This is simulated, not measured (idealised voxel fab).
Process module, titled voxel transistor to metal
190 nm wide, 5 nm square cells: that's cross-section cut.
Format of a cross-section: grid, square cells. Given as bands. Order: top down. Band: one or more rows of cells.
The band entry comprises the height of the band's top followed by the height of its bottom, expressed in nm, and subsequently the band's materials from left to right, each stated together with its width in nm. Where a single material is marked with the word "full width", that material fills the band from edge to edge. The word "blank" represents empty space.
Heads up on the height convention: 0 is the point under which the incoming wafer is all one material, and the lowest band has no bottom, it just keeps going down, like "0 and below".
Note: "30..40" means the width goes from the first number (top row of the band) to the second number (bottom row) in equal steps per row of cells.
"nothing altered" after a step means that no cell of the cross-section changed.
Closed empty spaces (no open way to the top) of 8 cells or more are what "Internal closed voids" lists, each as width x height at distance from the left edge, nm for all three.
What comes after the settings on a step's line is commentary from the simulator itself on that step.
You can add "overlay nm" to a step's line. For a step with a mask, it describes how far the mask lay to the right of its planned position, and a negative number describes a lay to the left.
**Process steps - plan**
1) RECEIVE (material Si)
2) CONFORMAL_DEP (material SiO2; thk nm 5)
3) CONFORMAL_DEP (material SiN; thk nm 10)
4) DIRECTIONAL_DEP (material aC; thk nm 10)
5) PATTERN (tone cover; mask id ACTIVE; material resist; width nm 115; thk nm 25; overlay nm 0)
6) DIRECTIONAL_ETCH (etch materials aC; depth nm 10)
7) STRIP (etch materials resist)
8) DIRECTIONAL_ETCH (etch materials SiN; depth nm 10)
9) DIRECTIONAL_ETCH (etch materials SiO2; depth nm 5)
10) DIRECTIONAL_ETCH (etch materials Si; depth nm 35)
11) STRIP (etch materials aC)
12) FILL_DEP (material SiO2; thk nm 5)
13) CMP (height nm 15)
14) SELECTIVE_ETCH (etch materials SiO2; depth nm 10)
15) STRIP (etch materials SiN)
16) SELECTIVE_ETCH (etch materials SiO2; depth nm 5)
17) OXIDIZE (depth nm 5)
18) DIRECTIONAL_DEP (material polySi; thk nm 25)
19) DIRECTIONAL_DEP (material SiCN; thk nm 10)
20) MASKED_ETCH (tone cover; mask id GATE; width nm 25; etch materials SiCN; depth nm 20; overlay nm 0)
21) MASKED_ETCH (tone cover; mask id GATE; width nm 25; etch materials polySi; depth nm 35; overlay nm 0)
22) CONFORMAL_DEP (material SiN; thk nm 10)
23) DIRECTIONAL_ETCH (etch materials SiN; depth nm 10)
24) DIRECTIONAL_ETCH (etch materials SiO2; depth nm 5)
25) EPI (material nSi; thk nm 5)
26) FILL_DEP (material SiO2; thk nm 10)
27) CMP (height nm 25)
28) STRIP (etch materials polySi)
29) SELECTIVE_ETCH (etch materials SiO2; depth nm 5)
30) CONFORMAL_DEP (material HfO2; thk nm 5)
31) CONFORMAL_DEP (material TiN; thk nm 5)
32) FILL_DEP (material W; thk nm 5)
33) CMP (height nm 20)
34) DIRECTIONAL_DEP (material SiO2; thk nm 10)
35) PATTERN (tone open; mask id CONTACT; material resist; width nm 20; pitch nm 75; thk nm 20; overlay nm 0)
36) DIRECTIONAL_ETCH (etch materials SiO2; depth nm 30)
37) STRIP (etch materials resist)
38) CONFORMAL_DEP (material TiN; thk nm 5)
39) FILL_DEP (material W; thk nm 10)
40) CMP (height nm 30)
41) DIRECTIONAL_DEP (material TiN; thk nm 5)
42) DIRECTIONAL_DEP (material Ru; thk nm 15)
43) PATTERN (tone cover; mask id METAL_1; material resist; width nm 20; pitch nm 75; thk nm 15; overlay nm 0)
44) DIRECTIONAL_ETCH (etch materials Ru; depth nm 15)
45) DIRECTIONAL_ETCH (etch materials TiN; depth nm 5)
46) STRIP (etch materials resist)
47) CONFORMAL_DEP (material SiN; thk nm 5)
48) FILL_DEP (material lowk; thk nm 5)
49) CMP (height nm 50)
50) CONFORMAL_DEP (material SiN; thk nm 5)
**Of two wafers, the first: run according to plan**
**So this is the incoming wafer in cross-section - it's already been through step 1**
> 0 and below = Si full width
> Internal closed voids: none
**Wafer after step 2 (cross-section)**
> 5 down to 0 = SiO2 full width
> Anything lower than 0 is untouched.
**Wafer after step 3 (cross-section)**
> 15 down to 5 = SiN full width
> Anything lower than 5 is untouched.
**Wafer after step 4 (cross-section)**
> 25 down to 15 = aC full width
> Anything lower than 15 is untouched.
**Wafer after step 5 (cross-section)**
> 50 down to 25 = 35 of blank  115 of resist  40 of blank
> Anything lower than 25 is untouched.
**Wafer after step 6 (cross-section)**
> 40 down to 25 = 35 of blank  115 of resist  40 of blank
> 25 down to 15 = 35 of blank  115 of aC  40 of blank
> Anything lower than 15 is untouched.
**Wafer after step 7 (cross-section)**
> 25 down to 15 = 35 of blank  115 of aC  40 of blank
> Anything lower than 15 is untouched.
**Wafer after step 8 (cross-section)**
> 25 down to 15 = 35 of blank  115 of aC  40 of blank
> 15 down to 5 = 35 of blank  115 of SiN  40 of blank
> Anything lower than 5 is untouched.
**Wafer after step 9 (cross-section)**
> 25 down to 15 = 35 of blank  115 of aC  40 of blank
> 15 down to 5 = 35 of blank  115 of SiN  40 of blank
> 5 down to 0 = 35 of blank  115 of SiO2  40 of blank
> Anything lower than 0 is untouched.
**Wafer after step 10 (cross-section)**
> 25 down to 15 = 35 of blank  115 of aC  40 of blank
> 15 down to 5 = 35 of blank  115 of SiN  40 of blank
> 5 down to 0 = 35 of blank  115 of SiO2  40 of blank
> 0 down to -35 = 35 of blank  115 of Si  40 of blank
> Anything lower than -35 is untouched.
**Wafer after step 11 (cross-section)**
> 15 down to 5 = 35 of blank  115 of SiN  40 of blank
> Anything lower than 5 is untouched.
**Wafer after step 12 (cross-section)**
> 20 down to 15 = SiO2 full width
> 15 down to 5 = 35 of SiO2  115 of SiN  40 of SiO2
> 5 down to 0 = SiO2 full width
> 0 down to -35 = 35 of SiO2  115 of Si  40 of SiO2
> Anything lower than -35 is untouched.
**Wafer after step 13 (cross-section)**
> 15 down to 5 = 35 of SiO2  115 of SiN  40 of SiO2
> Anything lower than 5 is untouched.
**Wafer after step 14 (cross-section)**
> 15 down to 5 = 35 of blank  115 of SiN  40 of blank
> Anything lower than 5 is untouched.
**Wafer after step 15 (cross-section)**
> 5 down to 0 = SiO2 full width
> Anything lower than 0 is untouched.
**Wafer after step 16 (cross-section)**
> 0 down to -35 = 35 of SiO2  115 of Si  40 of SiO2
> Anything lower than -35 is untouched.
**Wafer after step 17 (cross-section)**
> 0 down to -5 = SiO2 full width
> Anything lower than -5 is untouched.
**Wafer after step 18 (cross-section)**
> 25 down to 0 = polySi full width
> Anything lower than 0 is untouched.
**Wafer after step 19 (cross-section)**
> 35 down to 25 = SiCN full width
> Anything lower than 25 is untouched.
**Wafer after step 20 (cross-section)**
> 35 down to 25 = 80 of blank  25 of SiCN  85 of blank
> Anything lower than 25 is untouched.
**Wafer after step 21 (cross-section)**
> 35 down to 25 = 80 of blank  25 of SiCN  85 of blank
> 25 down to 0 = 80 of blank  25 of polySi  85 of blank
> Anything lower than 0 is untouched.
**Wafer after step 22 (cross-section)**
> 45 down to 35 = 70 of blank  45 of SiN  75 of blank
> 35 down to 25 = 70 of blank  10 of SiN  25 of SiCN  10 of SiN  75 of blank
> 25 down to 10 = 70 of blank  10 of SiN  25 of polySi  10 of SiN  75 of blank
> 10 down to 0 = 80 of SiN  25 of polySi  85 of SiN
> Anything lower than 0 is untouched.
**Wafer after step 23 (cross-section)**
> 35 down to 25 = 70 of blank  10 of SiN  25 of SiCN  10 of SiN  75 of blank
> 25 down to 0 = 70 of blank  10 of SiN  25 of polySi  10 of SiN  75 of blank
> Anything lower than 0 is untouched.
**Wafer after step 24 (cross-section)**
> 35 down to 25 = 70 of blank  10 of SiN  25 of SiCN  10 of SiN  75 of blank
> 25 down to 0 = 70 of blank  10 of SiN  25 of polySi  10 of SiN  75 of blank
> 0 down to -5 = 70 of blank  45 of SiO2  75 of blank
> Anything lower than -5 is untouched.
**Wafer after step 25 (cross-section)**
> 35 down to 25 = 70 of blank  10 of SiN  25 of SiCN  10 of SiN  75 of blank
> 25 down to 0 = 70 of blank  10 of SiN  25 of polySi  10 of SiN  75 of blank
> 0 down to -5 = 30 of blank  40 of nSi  45 of SiO2  40 of nSi  35 of blank
> Anything lower than -5 is untouched.
**Wafer after step 26 (cross-section)**
> 45 down to 35 = SiO2 full width
> 35 down to 25 = 70 of SiO2  10 of SiN  25 of SiCN  10 of SiN  75 of SiO2
> 25 down to 0 = 70 of SiO2  10 of SiN  25 of polySi  10 of SiN  75 of SiO2
> 0 down to -5 = 30 of SiO2  40 of nSi  45 of SiO2  40 of nSi  35 of SiO2
> Anything lower than -5 is untouched.
**Wafer after step 27 (cross-section)**
> 25 down to 0 = 70 of SiO2  10 of SiN  25 of polySi  10 of SiN  75 of SiO2
> Anything lower than 0 is untouched.
**Wafer after step 28 (cross-section)**
> 25 down to 0 = 70 of SiO2  10 of SiN  25 of blank  10 of SiN  75 of SiO2
> Anything lower than 0 is untouched.
**Wafer after step 29 (cross-section)**
> 25 down to 20 = 70 of blank  10 of SiN  25 of blank  10 of SiN  75 of blank
> 20 down to 0 = 70 of SiO2  10 of SiN  25 of blank  10 of SiN  75 of SiO2
> 0 down to -5 = 30 of SiO2  40 of nSi  5 of SiO2  35 of blank  5 of SiO2  40 of nSi  35 of SiO2
> Anything lower than -5 is untouched.
**Wafer after step 30 (cross-section)**
> 30 down to 25 = 65 of blank  20 of HfO2  15 of blank  20 of HfO2  70 of blank
> 25 down to 20 = 70 of HfO2  10 of SiN  5 of HfO2  15 of blank  5 of HfO2  10 of SiN  75 of HfO2
> 20 down to 0 = 70 of SiO2  10 of SiN  5 of HfO2  15 of blank  5 of HfO2  10 of SiN  75 of SiO2
> 0 down to -5 = 30 of SiO2  40 of nSi  5 of SiO2  35 of HfO2  5 of SiO2  40 of nSi  35 of SiO2
> Anything lower than -5 is untouched.
**Wafer after step 31 (cross-section)**
> 35 down to 30 = 60 of blank  30 of TiN  5 of blank  30 of TiN  65 of blank
> 30 down to 25 = 65 of TiN  20 of HfO2  5 of TiN  5 of blank  5 of TiN  20 of HfO2  70 of TiN
> 25 down to 20 = 70 of HfO2  10 of SiN  5 of HfO2  5 of TiN  5 of blank  5 of TiN  5 of HfO2  10 of SiN  75 of HfO2
> 20 down to 5 = 70 of SiO2  10 of SiN  5 of HfO2  5 of TiN  5 of blank  5 of TiN  5 of HfO2  10 of SiN  75 of SiO2
> 5 down to 0 = 70 of SiO2  10 of SiN  5 of HfO2  15 of TiN  5 of HfO2  10 of SiN  75 of SiO2
> Anything lower than 0 is untouched.
**Wafer after step 32 (cross-section)**
> 40 down to 35 = W full width
> 35 down to 30 = 60 of W  30 of TiN  5 of W  30 of TiN  65 of W
> 30 down to 25 = 65 of TiN  20 of HfO2  5 of TiN  5 of W  5 of TiN  20 of HfO2  70 of TiN
> 25 down to 20 = 70 of HfO2  10 of SiN  5 of HfO2  5 of TiN  5 of W  5 of TiN  5 of HfO2  10 of SiN  75 of HfO2
> 20 down to 5 = 70 of SiO2  10 of SiN  5 of HfO2  5 of TiN  5 of W  5 of TiN  5 of HfO2  10 of SiN  75 of SiO2
> Anything lower than 5 is untouched.
**Wafer after step 33 (cross-section)**
> 20 down to 5 = 70 of SiO2  10 of SiN  5 of HfO2  5 of TiN  5 of W  5 of TiN  5 of HfO2  10 of SiN  75 of SiO2
> Anything lower than 5 is untouched.
**Wafer after step 34 (cross-section)**
> 30 down to 20 = SiO2 full width
> Anything lower than 20 is untouched.
**Wafer after step 35 (cross-section)**
> 50 down to 30 = 45 of resist  20 of blank  55 of resist  20 of blank  50 of resist
> Anything lower than 30 is untouched.
**Wafer after step 36 (cross-section)**
> 50 down to 30 = 45 of resist  20 of blank  55 of resist  20 of blank  50 of resist
> 30 down to 20 = 45 of SiO2  20 of blank  55 of SiO2  20 of blank  50 of SiO2
> 20 down to 5 = 45 of SiO2  20 of blank  5 of SiO2  10 of SiN  5 of HfO2  5 of TiN  5 of W  5 of TiN  5 of HfO2  10 of SiN  5 of SiO2  20 of blank  50 of SiO2
> 5 down to 0 = 45 of SiO2  20 of blank  5 of SiO2  10 of SiN  5 of HfO2  15 of TiN  5 of HfO2  10 of SiN  5 of SiO2  20 of blank  50 of SiO2
> Anything lower than 0 is untouched.
**Wafer after step 37 (cross-section)**
> 30 down to 20 = 45 of SiO2  20 of blank  55 of SiO2  20 of blank  50 of SiO2
> Anything lower than 20 is untouched.
**Wafer after step 38 (cross-section)**
> 35 down to 30 = 50 of TiN  10 of blank  65 of TiN  10 of blank  55 of TiN
> 30 down to 20 = 45 of SiO2  5 of TiN  10 of blank  5 of TiN  55 of SiO2  5 of TiN  10 of blank  5 of TiN  50 of SiO2
> 20 down to 5 = 45 of SiO2  5 of TiN  10 of blank  5 of TiN  5 of SiO2  10 of SiN  5 of HfO2  5 of TiN  5 of W  5 of TiN  5 of HfO2  10 of SiN  5 of SiO2  5 of TiN  10 of blank  5 of TiN  50 of SiO2
> 5 down to 0 = 45 of SiO2  20 of TiN  5 of SiO2  10 of SiN  5 of HfO2  15 of TiN  5 of HfO2  10 of SiN  5 of SiO2  20 of TiN  50 of SiO2
> Anything lower than 0 is untouched.
**Wafer after step 39 (cross-section)**
> 45 down to 35 = W full width
> 35 down to 30 = 50 of TiN  10 of W  65 of TiN  10 of W  55 of TiN
> 30 down to 20 = 45 of SiO2  5 of TiN  10 of W  5 of TiN  55 of SiO2  5 of TiN  10 of W  5 of TiN  50 of SiO2
> 20 down to 5 = 45 of SiO2  5 of TiN  10 of W  5 of TiN  5 of SiO2  10 of SiN  5 of HfO2  5 of TiN  5 of W  5 of TiN  5 of HfO2  10 of SiN  5 of SiO2  5 of TiN  10 of W  5 of TiN  50 of SiO2
> Anything lower than 5 is untouched.
**Wafer after step 40 (cross-section)**
> 30 down to 20 = 45 of SiO2  5 of TiN  10 of W  5 of TiN  55 of SiO2  5 of TiN  10 of W  5 of TiN  50 of SiO2
> Anything lower than 20 is untouched.
**Wafer after step 41 (cross-section)**
> 35 down to 30 = TiN full width
> Anything lower than 30 is untouched.
**Wafer after step 42 (cross-section)**
> 50 down to 35 = Ru full width
> Anything lower than 35 is untouched.
**Wafer after step 43 (cross-section)**
> 65 down to 50 = 45 of blank  20 of resist  55 of blank  20 of resist  50 of blank
> Anything lower than 50 is untouched.
**Wafer after step 44 (cross-section)**
> 65 down to 50 = 45 of blank  20 of resist  55 of blank  20 of resist  50 of blank
> 50 down to 35 = 45 of blank  20 of Ru  55 of blank  20 of Ru  50 of blank
> Anything lower than 35 is untouched.
**Wafer after step 45 (cross-section)**
> 65 down to 50 = 45 of blank  20 of resist  55 of blank  20 of resist  50 of blank
> 50 down to 35 = 45 of blank  20 of Ru  55 of blank  20 of Ru  50 of blank
> 35 down to 30 = 45 of blank  20 of TiN  55 of blank  20 of TiN  50 of blank
> Anything lower than 30 is untouched.
**Wafer after step 46 (cross-section)**
> 50 down to 35 = 45 of blank  20 of Ru  55 of blank  20 of Ru  50 of blank
> Anything lower than 35 is untouched.
**Wafer after step 47 (cross-section)**
> 55 down to 50 = 40 of blank  30 of SiN  45 of blank  30 of SiN  45 of blank
> 50 down to 35 = 40 of blank  5 of SiN  20 of Ru  5 of SiN  45 of blank  5 of SiN  20 of Ru  5 of SiN  45 of blank
> 35 down to 30 = 45 of SiN  20 of TiN  55 of SiN  20 of TiN  50 of SiN
> Anything lower than 30 is untouched.
**Wafer after step 48 (cross-section)**
> 60 down to 55 = lowk full width
> 55 down to 50 = 40 of lowk  30 of SiN  45 of lowk  30 of SiN  45 of lowk
> 50 down to 35 = 40 of lowk  5 of SiN  20 of Ru  5 of SiN  45 of lowk  5 of SiN  20 of Ru  5 of SiN  45 of lowk
> Anything lower than 35 is untouched.
**Wafer after step 49 (cross-section)**
> 50 down to 35 = 40 of lowk  5 of SiN  20 of Ru  5 of SiN  45 of lowk  5 of SiN  20 of Ru  5 of SiN  45 of lowk
> Anything lower than 35 is untouched.
**Wafer after step 50 (cross-section)**
> 55 down to 50 = SiN full width
> Anything lower than 50 is untouched.
**Second wafer: same start and same plan as the first, one execution error; identical to the first through step 48**
**Cross-section of the second wafer at the time step 49 of the plan should have ended**
> 50 down to 35 = 40 of lowk  5 of SiN  20 of Ru  5 of SiN  45 of lowk  5 of SiN  20 of Ru  5 of SiN  45 of lowk
> Anything lower than 35 is untouched.
**Cross-section of the second wafer at the time step 50 of the plan should have ended**
> 55 down to 50 = SiN full width
> Anything lower than 50 is untouched.
Nonconformance to the process plan: twice over, step 49 of the plan was run
Given identical final cross-sections on the two wafers, the mistake has no effect on any quantity computed by this model.
